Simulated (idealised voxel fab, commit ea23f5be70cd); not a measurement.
The following is a process module called voxel wiring stack.
The width of the displayed cross-section, cut, is 180 nm; its cells are square, with a size of 5 nm.
Square cells in a grid make up a cross-section in this document, and the grid is given as bands, listed from the top down, each one or more rows of cells.
What a band's entry tells you: where the top is and where the bottom is, as heights in nm, and after that what lies inside, material by material from left to right, each with its width in nm. Empty space is written as the word "empty", and a single material marked with the word "all across" occupies the band from edge to edge.
Heads up on the height convention: 0 is the point under which the incoming wafer is all one material, and the lowest band has no bottom, it just keeps going down, like "0..down".
A two-number width, for instance "30..40", indicates that the width is equal to the first number in the top row of the band and to the second number in the bottom row, and that it changes by a constant amount per row of cells.
"remained the same" -> step changed no cross-section cell.
The label "Internal closed voids" introduces a list of the empty spaces, 8 cells or larger, that have no open way up to the top; each entry in it reads width x height at distance, where the distance is taken from the left edge and all three are stated in nm.
Text after the settings on a step's line: the simulator's own remark on that step.
Among the settings permitted on a step's line is "overlay nm"; applied to a step with a mask, it specifies the extent to which the mask lay to the right of its planned position, whereas a negative figure signifies a position to the left.
-- The following list gives the planned process steps
1. op RECEIVE | material Si
2. op CONFORMAL_DEP | material SiO2 | thk nm 10
3. op DIRECTIONAL_DEP | material TiN | thk nm 5
4. op DIRECTIONAL_DEP | material Ru | thk nm 15
5. op DIRECTIONAL_DEP | material aC | thk nm 15
6. op PATTERN | tone cover | mask id METAL_1 | material resist | width nm 20 | pitch nm 50 | thk nm 35 | overlay nm 0
7. op DIRECTIONAL_ETCH | etch materials aC | depth nm 15
8. op STRIP | etch materials resist
9. op DIRECTIONAL_ETCH | etch materials Ru | depth nm 15
10. op DIRECTIONAL_ETCH | etch materials TiN | depth nm 5
11. op STRIP | etch materials aC
12. op FILL_DEP | material SiO2 | thk nm 10
13. op CMP | height nm 30
14. op CONFORMAL_DEP | material SiCN | thk nm 5
15. op DIRECTIONAL_DEP | material lowk | thk nm 15
16. op MASKED_ETCH | tone open | mask id PLUG_1 | width nm 15 | pitch nm 100 | etch materials lowk | depth nm 15 | overlay nm 0
17. op MASKED_ETCH | tone open | mask id PLUG_1 | width nm 15 | pitch nm 100 | etch materials SiCN | depth nm 5 | overlay nm 0
18. op CONFORMAL_DEP | material TiN | thk nm 5
19. op FILL_DEP | material Cu | thk nm 10
20. op CMP | height nm 50
21. op CONFORMAL_DEP | material SiCN | thk nm 5
22. op DIRECTIONAL_DEP | material SiO2 | thk nm 15
23. op MASKED_ETCH | tone open | mask id METAL_2 | width nm 20 | pitch nm 50 | etch materials SiO2 | depth nm 15 | overlay nm 0
24. op MASKED_ETCH | tone open | mask id METAL_2 | width nm 20 | pitch nm 50 | etch materials SiCN | depth nm 5 | overlay nm 0
25. op CONFORMAL_DEP | material TiN | thk nm 5
26. op FILL_DEP | material Ru | thk nm 5
27. op CMP | height nm 70
28. op CONFORMAL_DEP | material SiCN | thk nm 5
29. op DIRECTIONAL_DEP | material SiO2 | thk nm 15
30. op MASKED_ETCH | tone open | mask id PLUG_2 | width nm 15 | pitch nm 100 | etch materials SiO2 | depth nm 15 | overlay nm 0
31. op MASKED_ETCH | tone open | mask id PLUG_2 | width nm 15 | pitch nm 100 | etch materials SiCN | depth nm 5 | overlay nm 0
32. op EPI | material Ru | thk nm 10
33. op EPI | material Ru | thk nm 10
34. op CONFORMAL_DEP | material SiN | thk nm 5
35. op DIRECTIONAL_DEP | material lowk | thk nm 15
36. op MASKED_ETCH | tone open | mask id METAL_3 | width nm 20 | pitch nm 50 | etch materials lowk | depth nm 15 | overlay nm 0
37. op MASKED_ETCH | tone open | mask id METAL_3 | width nm 20 | pitch nm 50 | etch materials SiN | depth nm 5 | overlay nm 0
38. op CONFORMAL_DEP | material TiN | thk nm 5
39. op FILL_DEP | material Cu | thk nm 10
40. op CMP | height nm 110
41. op EPI | material Ru | thk nm 5
42. op FILL_DEP | material SiCN | thk nm 5
43. op DIRECTIONAL_DEP | material SiO2 | thk nm 25
44. op MASKED_ETCH | tone open | mask id METAL_4 | width nm 20 | pitch nm 50 | etch materials SiO2 | depth nm 15 | overlay nm 0
45. op MASKED_ETCH | tone open | mask id METAL_4_HOLES | width nm 15 | pitch nm 50 | etch materials SiO2 | depth nm 10 | overlay nm 0
46. op MASKED_ETCH | tone open | mask id METAL_4_HOLES | width nm 15 | pitch nm 50 | etch materials SiCN | depth nm 5 | overlay nm 0
47. op CONFORMAL_DEP | material TiN | thk nm 5
48. op FILL_DEP | material Cu | thk nm 10
49. op CMP | height nm 145
50. op CONFORMAL_DEP | material SiN | thk nm 5
-- What follows covers the first of two wafers; it ran as planned
-- Cross-section of the wafer at receipt, which is the condition after step 1
- 0..down  Si all across
- Internal closed voids: none
-- Take a look at the wafer's cross-section after step 2
- 10..0  SiO2 all across
- Heights below 0 show no change.
-- Take a look at the wafer's cross-section after step 3
- 15..10  TiN all across
- Heights below 10 show no change.
-- Take a look at the wafer's cross-section after step 4
- 30..15  Ru all across
- Heights below 15 show no change.
-- Take a look at the wafer's cross-section after step 5
- 45..30  aC all across
- Heights below 30 show no change.
-- Take a look at the wafer's cross-section after step 6
- 80..45  30 empty  20 resist  30 empty  20 resist  30 empty  20 resist  30 empty
- Heights below 45 show no change.
-- Take a look at the wafer's cross-section after step 7
- 65..45  30 empty  20 resist  30 empty  20 resist  30 empty  20 resist  30 empty
- 45..30  30 empty  20 aC  30 empty  20 aC  30 empty  20 aC  30 empty
- Heights below 30 show no change.
-- Take a look at the wafer's cross-section after step 8
- 45..30  30 empty  20 aC  30 empty  20 aC  30 empty  20 aC  30 empty
- Heights below 30 show no change.
-- Take a look at the wafer's cross-section after step 9
- 45..30  30 empty  20 aC  30 empty  20 aC  30 empty  20 aC  30 empty
- 30..15  30 empty  20 Ru  30 empty  20 Ru  30 empty  20 Ru  30 empty
- Heights below 15 show no change.
-- Take a look at the wafer's cross-section after step 10
- 45..30  30 empty  20 aC  30 empty  20 aC  30 empty  20 aC  30 empty
- 30..15  30 empty  20 Ru  30 empty  20 Ru  30 empty  20 Ru  30 empty
- 15..10  30 empty  20 TiN  30 empty  20 TiN  30 empty  20 TiN  30 empty
- Heights below 10 show no change.
-- Take a look at the wafer's cross-section after step 11
- 30..15  30 empty  20 Ru  30 empty  20 Ru  30 empty  20 Ru  30 empty
- Heights below 15 show no change.
-- Take a look at the wafer's cross-section after step 12
- 40..30  SiO2 all across
- 30..15  30 SiO2  20 Ru  30 SiO2  20 Ru  30 SiO2  20 Ru  30 SiO2
- 15..10  30 SiO2  20 TiN  30 SiO2  20 TiN  30 SiO2  20 TiN  30 SiO2
- Heights below 10 show no change.
-- Take a look at the wafer's cross-section after step 13
- 30..15  30 SiO2  20 Ru  30 SiO2  20 Ru  30 SiO2  20 Ru  30 SiO2
- Heights below 15 show no change.
-- Take a look at the wafer's cross-section after step 14
- 35..30  SiCN all across
- Heights below 30 show no change.
-- Take a look at the wafer's cross-section after step 15
- 50..35  lowk all across
- Heights below 35 show no change.
-- Take a look at the wafer's cross-section after step 16
- 50..35  30 lowk  15 empty  85 lowk  15 empty  35 lowk
- Heights below 35 show no change.
-- Take a look at the wafer's cross-section after step 17
- 50..35  30 lowk  15 empty  85 lowk  15 empty  35 lowk
- 35..30  30 SiCN  15 empty  85 SiCN  15 empty  35 SiCN
- Heights below 30 show no change.
-- Take a look at the wafer's cross-section after step 18
- 55..50  35 TiN  5 empty  95 TiN  5 empty  40 TiN
- 50..35  30 lowk  5 TiN  5 empty  5 TiN  85 lowk  5 TiN  5 empty  5 TiN  35 lowk
- 35..30  30 SiCN  15 TiN  85 SiCN  15 TiN  35 SiCN
- Heights below 30 show no change.
-- Take a look at the wafer's cross-section after step 19
- 65..55  Cu all across
- 55..50  35 TiN  5 Cu  95 TiN  5 Cu  40 TiN
- 50..35  30 lowk  5 TiN  5 Cu  5 TiN  85 lowk  5 TiN  5 Cu  5 TiN  35 lowk
- Heights below 35 show no change.
-- Take a look at the wafer's cross-section after step 20
- 50..35  30 lowk  5 TiN  5 Cu  5 TiN  85 lowk  5 TiN  5 Cu  5 TiN  35 lowk
- Heights below 35 show no change.
-- Take a look at the wafer's cross-section after step 21
- 55..50  SiCN all across
- Heights below 50 show no change.
-- Take a look at the wafer's cross-section after step 22
- 70..55  SiO2 all across
- Heights below 55 show no change.
-- Take a look at the wafer's cross-section after step 23
- 70..55  30 SiO2  20 empty  30 SiO2  20 empty  30 SiO2  20 empty  30 SiO2
- Heights below 55 show no change.
-- Take a look at the wafer's cross-section after step 24
- 70..55  30 SiO2  20 empty  30 SiO2  20 empty  30 SiO2  20 empty  30 SiO2
- 55..50  30 SiCN  20 empty  30 SiCN  20 empty  30 SiCN  20 empty  30 SiCN
- Heights below 50 show no change.
-- Take a look at the wafer's cross-section after step 25
- 75..70  35 TiN  10 empty  40 TiN  10 empty  40 TiN  10 empty  35 TiN
- 70..55  30 SiO2  5 TiN  10 empty  5 TiN  30 SiO2  5 TiN  10 empty  5 TiN  30 SiO2  5 TiN  10 empty  5 TiN  30 SiO2
- 55..50  30 SiCN  20 TiN  30 SiCN  20 TiN  30 SiCN  20 TiN  30 SiCN
- Heights below 50 show no change.
-- Take a look at the wafer's cross-section after step 26
- 80..75  Ru all across
- 75..70  35 TiN  10 Ru  40 TiN  10 Ru  40 TiN  10 Ru  35 TiN
- 70..55  30 SiO2  5 TiN  10 Ru  5 TiN  30 SiO2  5 TiN  10 Ru  5 TiN  30 SiO2  5 TiN  10 Ru  5 TiN  30 SiO2
- Heights below 55 show no change.
-- Take a look at the wafer's cross-section after step 27
- 70..55  30 SiO2  5 TiN  10 Ru  5 TiN  30 SiO2  5 TiN  10 Ru  5 TiN  30 SiO2  5 TiN  10 Ru  5 TiN  30 SiO2
- Heights below 55 show no change.
-- Take a look at the wafer's cross-section after step 28
- 75..70  SiCN all across
- Heights below 70 show no change.
-- Take a look at the wafer's cross-section after step 29
- 90..75  SiO2 all across
- Heights below 75 show no change.
-- Take a look at the wafer's cross-section after step 30
- 90..75  30 SiO2  15 empty  85 SiO2  15 empty  35 SiO2
- Heights below 75 show no change.
-- Take a look at the wafer's cross-section after step 31
- 90..75  30 SiO2  15 empty  85 SiO2  15 empty  35 SiO2
- 75..70  30 SiCN  15 empty  85 SiCN  15 empty  35 SiCN
- Heights below 70 show no change.
-- Take a look at the wafer's cross-section after step 32
- 90..80  30 SiO2  15 empty  85 SiO2  15 empty  35 SiO2
- 80..75  30 SiO2  15 Ru  85 SiO2  15 Ru  35 SiO2
- 75..70  30 SiCN  15 Ru  85 SiCN  15 Ru  35 SiCN
- Heights below 70 show no change.
-- Take a look at the wafer's cross-section after step 33
- 90..75  30 SiO2  15 Ru  85 SiO2  15 Ru  35 SiO2
- Heights below 75 show no change.
-- Take a look at the wafer's cross-section after step 34
- 95..90  SiN all across
- Heights below 90 show no change.
-- Take a look at the wafer's cross-section after step 35
- 110..95  lowk all across
- Heights below 95 show no change.
-- Take a look at the wafer's cross-section after step 36
- 110..95  30 lowk  20 empty  30 lowk  20 empty  30 lowk  20 empty  30 lowk
- Heights below 95 show no change.
-- Take a look at the wafer's cross-section after step 37
- 110..95  30 lowk  20 empty  30 lowk  20 empty  30 lowk  20 empty  30 lowk
- 95..90  30 SiN  20 empty  30 SiN  20 empty  30 SiN  20 empty  30 SiN
- Heights below 90 show no change.
-- Take a look at the wafer's cross-section after step 38
- 115..110  35 TiN  10 empty  40 TiN  10 empty  40 TiN  10 empty  35 TiN
- 110..95  30 lowk  5 TiN  10 empty  5 TiN  30 lowk  5 TiN  10 empty  5 TiN  30 lowk  5 TiN  10 empty  5 TiN  30 lowk
- 95..90  30 SiN  20 TiN  30 SiN  20 TiN  30 SiN  20 TiN  30 SiN
- Heights below 90 show no change.
-- Take a look at the wafer's cross-section after step 39
- 125..115  Cu all across
- 115..110  35 TiN  10 Cu  40 TiN  10 Cu  40 TiN  10 Cu  35 TiN
- 110..95  30 lowk  5 TiN  10 Cu  5 TiN  30 lowk  5 TiN  10 Cu  5 TiN  30 lowk  5 TiN  10 Cu  5 TiN  30 lowk
- Heights below 95 show no change.
-- Take a look at the wafer's cross-section after step 40
- 110..95  30 lowk  5 TiN  10 Cu  5 TiN  30 lowk  5 TiN  10 Cu  5 TiN  30 lowk  5 TiN  10 Cu  5 TiN  30 lowk
- Heights below 95 show no change.
-- Take a look at the wafer's cross-section after step 41
- 115..110  25 empty  30 Ru  20 empty  30 Ru  20 empty  30 Ru  25 empty
- Heights below 110 show no change.
-- Take a look at the wafer's cross-section after step 42
- 120..115  SiCN all across
- 115..110  25 SiCN  30 Ru  20 SiCN  30 Ru  20 SiCN  30 Ru  25 SiCN
- Heights below 110 show no change.
-- Take a look at the wafer's cross-section after step 43
- 145..120  SiO2 all across
- Heights below 120 show no change.
-- Take a look at the wafer's cross-section after step 44
- 145..130  30 SiO2  20 empty  30 SiO2  20 empty  30 SiO2  20 empty  30 SiO2
- Heights below 130 show no change.
-- Take a look at the wafer's cross-section after step 45
- 145..130  30 SiO2  20 empty  30 SiO2  20 empty  30 SiO2  20 empty  30 SiO2
- 130..120  30 SiO2  15 empty  35 SiO2  15 empty  35 SiO2  15 empty  35 SiO2
- Heights below 120 show no change.
-- Take a look at the wafer's cross-section after step 46
- 145..130  30 SiO2  20 empty  30 SiO2  20 empty  30 SiO2  20 empty  30 SiO2
- 130..120  30 SiO2  15 empty  35 SiO2  15 empty  35 SiO2  15 empty  35 SiO2
- 120..115  30 SiCN  15 empty  35 SiCN  15 empty  35 SiCN  15 empty  35 SiCN
- Heights below 115 show no change.
-- Take a look at the wafer's cross-section after step 47
- 150..145  35 TiN  10 empty  40 TiN  10 empty  40 TiN  10 empty  35 TiN
- 145..135  30 SiO2  5 TiN  10 empty  5 TiN  30 SiO2  5 TiN  10 empty  5 TiN  30 SiO2  5 TiN  10 empty  5 TiN  30 SiO2
- 135..130  30 SiO2  5 TiN  5 empty  10 TiN  30 SiO2  5 TiN  5 empty  10 TiN  30 SiO2  5 TiN  5 empty  10 TiN  30 SiO2
- 130..120  30 SiO2  5 TiN  5 empty  5 TiN  35 SiO2  5 TiN  5 empty  5 TiN  35 SiO2  5 TiN  5 empty  5 TiN  35 SiO2
- 120..115  30 SiCN  15 TiN  35 SiCN  15 TiN  35 SiCN  15 TiN  35 SiCN
- Heights below 115 show no change.
-- Take a look at the wafer's cross-section after step 48
- 160..150  Cu all across
- 150..145  35 TiN  10 Cu  40 TiN  10 Cu  40 TiN  10 Cu  35 TiN
- 145..135  30 SiO2  5 TiN  10 Cu  5 TiN  30 SiO2  5 TiN  10 Cu  5 TiN  30 SiO2  5 TiN  10 Cu  5 TiN  30 SiO2
- 135..130  30 SiO2  5 TiN  5 Cu  10 TiN  30 SiO2  5 TiN  5 Cu  10 TiN  30 SiO2  5 TiN  5 Cu  10 TiN  30 SiO2
- 130..120  30 SiO2  5 TiN  5 Cu  5 TiN  35 SiO2  5 TiN  5 Cu  5 TiN  35 SiO2  5 TiN  5 Cu  5 TiN  35 SiO2
- Heights below 120 show no change.
-- Take a look at the wafer's cross-section after step 49
- 145..135  30 SiO2  5 TiN  10 Cu  5 TiN  30 SiO2  5 TiN  10 Cu  5 TiN  30 SiO2  5 TiN  10 Cu  5 TiN  30 SiO2
- Heights below 135 show no change.
-- Take a look at the wafer's cross-section after step 50
- 150..145  SiN all across
- Heights below 145 show no change.
-- The second wafer was prepared from the same starting point and under the same plan as the first; its processing contained one mistake, and it remains indistinguishable from the first wafer up to and including step 5
-- Second wafer: cross-section at the scheduled end of step 6
- 80..45  30 empty  25 resist  25 empty  25 resist  25 empty  25 resist  25 empty
- Heights below 45 show no change.
-- Second wafer: cross-section at the scheduled end of step 7
- 65..45  30 empty  25 resist  25 empty  25 resist  25 empty  25 resist  25 empty
- 45..30  30 empty  25 aC  25 empty  25 aC  25 empty  25 aC  25 empty
- Heights below 30 show no change.
-- Second wafer: cross-section at the scheduled end of step 8
- 45..30  30 empty  25 aC  25 empty  25 aC  25 empty  25 aC  25 empty
- Heights below 30 show no change.
-- Second wafer: cross-section at the scheduled end of step 9
- 45..30  30 empty  25 aC  25 empty  25 aC  25 empty  25 aC  25 empty
- 30..15  30 empty  25 Ru  25 empty  25 Ru  25 empty  25 Ru  25 empty
- Heights below 15 show no change.
-- Second wafer: cross-section at the scheduled end of step 10
- 45..30  30 empty  25 aC  25 empty  25 aC  25 empty  25 aC  25 empty
- 30..15  30 empty  25 Ru  25 empty  25 Ru  25 empty  25 Ru  25 empty
- 15..10  30 empty  25 TiN  25 empty  25 TiN  25 empty  25 TiN  25 empty
- Heights below 10 show no change.
-- Second wafer: cross-section at the scheduled end of step 11
- 30..15  30 empty  25 Ru  25 empty  25 Ru  25 empty  25 Ru  25 empty
- Heights below 15 show no change.
-- Second wafer: cross-section at the scheduled end of step 12
- 40..30  SiO2 all across
- 30..15  30 SiO2  25 Ru  25 SiO2  25 Ru  25 SiO2  25 Ru  25 SiO2
- 15..10  30 SiO2  25 TiN  25 SiO2  25 TiN  25 SiO2  25 TiN  25 SiO2
- Heights below 10 show no change.
-- Second wafer: cross-section at the scheduled end of step 13
- 30..15  30 SiO2  25 Ru  25 SiO2  25 Ru  25 SiO2  25 Ru  25 SiO2
- Heights below 15 show no change.
-- Second wafer: cross-section at the scheduled end of step 14
- 35..30  SiCN all across
- Heights below 30 show no change.
-- Second wafer: cross-section at the scheduled end of step 15
- 50..35  lowk all across
- Heights below 35 show no change.
-- Second wafer: cross-section at the scheduled end of step 16
- 50..35  30 lowk  15 empty  85 lowk  15 empty  35 lowk
- Heights below 35 show no change.
-- Second wafer: cross-section at the scheduled end of step 17
- 50..35  30 lowk  15 empty  85 lowk  15 empty  35 lowk
- 35..30  30 SiCN  15 empty  85 SiCN  15 empty  35 SiCN
- Heights below 30 show no change.
-- Second wafer: cross-section at the scheduled end of step 18
- 55..50  35 TiN  5 empty  95 TiN  5 empty  40 TiN
- 50..35  30 lowk  5 TiN  5 empty  5 TiN  85 lowk  5 TiN  5 empty  5 TiN  35 lowk
- 35..30  30 SiCN  15 TiN  85 SiCN  15 TiN  35 SiCN
- Heights below 30 show no change.
-- Second wafer: cross-section at the scheduled end of step 19
- 65..55  Cu all across
- 55..50  35 TiN  5 Cu  95 TiN  5 Cu  40 TiN
- 50..35  30 lowk  5 TiN  5 Cu  5 TiN  85 lowk  5 TiN  5 Cu  5 TiN  35 lowk
- Heights below 35 show no change.
-- Second wafer: cross-section at the scheduled end of step 20
- 50..35  30 lowk  5 TiN  5 Cu  5 TiN  85 lowk  5 TiN  5 Cu  5 TiN  35 lowk
- Heights below 35 show no change.
-- Second wafer: cross-section at the scheduled end of step 21
- 55..50  SiCN all across
- Heights below 50 show no change.
-- Second wafer: cross-section at the scheduled end of step 22
- 70..55  SiO2 all across
- Heights below 55 show no change.
-- Second wafer: cross-section at the scheduled end of step 23
- 70..55  30 SiO2  20 empty  30 SiO2  20 empty  30 SiO2  20 empty  30 SiO2
- Heights below 55 show no change.
-- Second wafer: cross-section at the scheduled end of step 24
- 70..55  30 SiO2  20 empty  30 SiO2  20 empty  30 SiO2  20 empty  30 SiO2
- 55..50  30 SiCN  20 empty  30 SiCN  20 empty  30 SiCN  20 empty  30 SiCN
- Heights below 50 show no change.
-- Second wafer: cross-section at the scheduled end of step 25
- 75..70  35 TiN  10 empty  40 TiN  10 empty  40 TiN  10 empty  35 TiN
- 70..55  30 SiO2  5 TiN  10 empty  5 TiN  30 SiO2  5 TiN  10 empty  5 TiN  30 SiO2  5 TiN  10 empty  5 TiN  30 SiO2
- 55..50  30 SiCN  20 TiN  30 SiCN  20 TiN  30 SiCN  20 TiN  30 SiCN
- Heights below 50 show no change.
-- Second wafer: cross-section at the scheduled end of step 26
- 80..75  Ru all across
- 75..70  35 TiN  10 Ru  40 TiN  10 Ru  40 TiN  10 Ru  35 TiN
- 70..55  30 SiO2  5 TiN  10 Ru  5 TiN  30 SiO2  5 TiN  10 Ru  5 TiN  30 SiO2  5 TiN  10 Ru  5 TiN  30 SiO2
- Heights below 55 show no change.
-- Second wafer: cross-section at the scheduled end of step 27
- 70..55  30 SiO2  5 TiN  10 Ru  5 TiN  30 SiO2  5 TiN  10 Ru  5 TiN  30 SiO2  5 TiN  10 Ru  5 TiN  30 SiO2
- Heights below 55 show no change.
-- Second wafer: cross-section at the scheduled end of step 28
- 75..70  SiCN all across
- Heights below 70 show no change.
-- Second wafer: cross-section at the scheduled end of step 29
- 90..75  SiO2 all across
- Heights below 75 show no change.
-- Second wafer: cross-section at the scheduled end of step 30
- 90..75  30 SiO2  15 empty  85 SiO2  15 empty  35 SiO2
- Heights below 75 show no change.
-- Second wafer: cross-section at the scheduled end of step 31
- 90..75  30 SiO2  15 empty  85 SiO2  15 empty  35 SiO2
- 75..70  30 SiCN  15 empty  85 SiCN  15 empty  35 SiCN
- Heights below 70 show no change.
-- Second wafer: cross-section at the scheduled end of step 32
- 90..80  30 SiO2  15 empty  85 SiO2  15 empty  35 SiO2
- 80..75  30 SiO2  15 Ru  85 SiO2  15 Ru  35 SiO2
- 75..70  30 SiCN  15 Ru  85 SiCN  15 Ru  35 SiCN
- Heights below 70 show no change.
-- Second wafer: cross-section at the scheduled end of step 33
- 90..75  30 SiO2  15 Ru  85 SiO2  15 Ru  35 SiO2
- Heights below 75 show no change.
-- Second wafer: cross-section at the scheduled end of step 34
- 95..90  SiN all across
- Heights below 90 show no change.
-- Second wafer: cross-section at the scheduled end of step 35
- 110..95  lowk all across
- Heights below 95 show no change.
-- Second wafer: cross-section at the scheduled end of step 36
- 110..95  30 lowk  20 empty  30 lowk  20 empty  30 lowk  20 empty  30 lowk
- Heights below 95 show no change.
-- Second wafer: cross-section at the scheduled end of step 37
- 110..95  30 lowk  20 empty  30 lowk  20 empty  30 lowk  20 empty  30 lowk
- 95..90  30 SiN  20 empty  30 SiN  20 empty  30 SiN  20 empty  30 SiN
- Heights below 90 show no change.
-- Second wafer: cross-section at the scheduled end of step 38
- 115..110  35 TiN  10 empty  40 TiN  10 empty  40 TiN  10 empty  35 TiN
- 110..95  30 lowk  5 TiN  10 empty  5 TiN  30 lowk  5 TiN  10 empty  5 TiN  30 lowk  5 TiN  10 empty  5 TiN  30 lowk
- 95..90  30 SiN  20 TiN  30 SiN  20 TiN  30 SiN  20 TiN  30 SiN
- Heights below 90 show no change.
-- Second wafer: cross-section at the scheduled end of step 39
- 125..115  Cu all across
- 115..110  35 TiN  10 Cu  40 TiN  10 Cu  40 TiN  10 Cu  35 TiN
- 110..95  30 lowk  5 TiN  10 Cu  5 TiN  30 lowk  5 TiN  10 Cu  5 TiN  30 lowk  5 TiN  10 Cu  5 TiN  30 lowk
- Heights below 95 show no change.
-- Second wafer: cross-section at the scheduled end of step 40
- 110..95  30 lowk  5 TiN  10 Cu  5 TiN  30 lowk  5 TiN  10 Cu  5 TiN  30 lowk  5 TiN  10 Cu  5 TiN  30 lowk
- Heights below 95 show no change.
-- Second wafer: cross-section at the scheduled end of step 41
- 115..110  25 empty  30 Ru  20 empty  30 Ru  20 empty  30 Ru  25 empty
- Heights below 110 show no change.
-- Second wafer: cross-section at the scheduled end of step 42
- 120..115  SiCN all across
- 115..110  25 SiCN  30 Ru  20 SiCN  30 Ru  20 SiCN  30 Ru  25 SiCN
- Heights below 110 show no change.
-- Second wafer: cross-section at the scheduled end of step 43
- 145..120  SiO2 all across
- Heights below 120 show no change.
-- Second wafer: cross-section at the scheduled end of step 44
- 145..130  30 SiO2  20 empty  30 SiO2  20 empty  30 SiO2  20 empty  30 SiO2
- Heights below 130 show no change.
-- Second wafer: cross-section at the scheduled end of step 45
- 145..130  30 SiO2  20 empty  30 SiO2  20 empty  30 SiO2  20 empty  30 SiO2
- 130..120  30 SiO2  15 empty  35 SiO2  15 empty  35 SiO2  15 empty  35 SiO2
- Heights below 120 show no change.
-- Second wafer: cross-section at the scheduled end of step 46
- 145..130  30 SiO2  20 empty  30 SiO2  20 empty  30 SiO2  20 empty  30 SiO2
- 130..120  30 SiO2  15 empty  35 SiO2  15 empty  35 SiO2  15 empty  35 SiO2
- 120..115  30 SiCN  15 empty  35 SiCN  15 empty  35 SiCN  15 empty  35 SiCN
- Heights below 115 show no change.
-- Second wafer: cross-section at the scheduled end of step 47
- 150..145  35 TiN  10 empty  40 TiN  10 empty  40 TiN  10 empty  35 TiN
- 145..135  30 SiO2  5 TiN  10 empty  5 TiN  30 SiO2  5 TiN  10 empty  5 TiN  30 SiO2  5 TiN  10 empty  5 TiN  30 SiO2
- 135..130  30 SiO2  5 TiN  5 empty  10 TiN  30 SiO2  5 TiN  5 empty  10 TiN  30 SiO2  5 TiN  5 empty  10 TiN  30 SiO2
- 130..120  30 SiO2  5 TiN  5 empty  5 TiN  35 SiO2  5 TiN  5 empty  5 TiN  35 SiO2  5 TiN  5 empty  5 TiN  35 SiO2
- 120..115  30 SiCN  15 TiN  35 SiCN  15 TiN  35 SiCN  15 TiN  35 SiCN
- Heights below 115 show no change.
-- Second wafer: cross-section at the scheduled end of step 48
- 160..150  Cu all across
- 150..145  35 TiN  10 Cu  40 TiN  10 Cu  40 TiN  10 Cu  35 TiN
- 145..135  30 SiO2  5 TiN  10 Cu  5 TiN  30 SiO2  5 TiN  10 Cu  5 TiN  30 SiO2  5 TiN  10 Cu  5 TiN  30 SiO2
- 135..130  30 SiO2  5 TiN  5 Cu  10 TiN  30 SiO2  5 TiN  5 Cu  10 TiN  30 SiO2  5 TiN  5 Cu  10 TiN  30 SiO2
- 130..120  30 SiO2  5 TiN  5 Cu  5 TiN  35 SiO2  5 TiN  5 Cu  5 TiN  35 SiO2  5 TiN  5 Cu  5 TiN  35 SiO2
- Heights below 120 show no change.
-- Second wafer: cross-section at the scheduled end of step 49
- 145..135  30 SiO2  5 TiN  10 Cu  5 TiN  30 SiO2  5 TiN  10 Cu  5 TiN  30 SiO2  5 TiN  10 Cu  5 TiN  30 SiO2
- Heights below 135 show no change.
-- Second wafer: cross-section at the scheduled end of step 50
- 150..145  SiN all across
- Heights below 145 show no change.
Finding, execution versus plan: for step 6, the planned setting was not used; the step was instead run as op PATTERN | tone cover | mask id METAL_1 | material resist | width nm 25 | pitch nm 50 | thk nm 35 | overlay nm 0
Wafer comparison, final, in cells, second relative to first, materials more or fewer: Ru +9 | SiO2 -12 | TiN +3
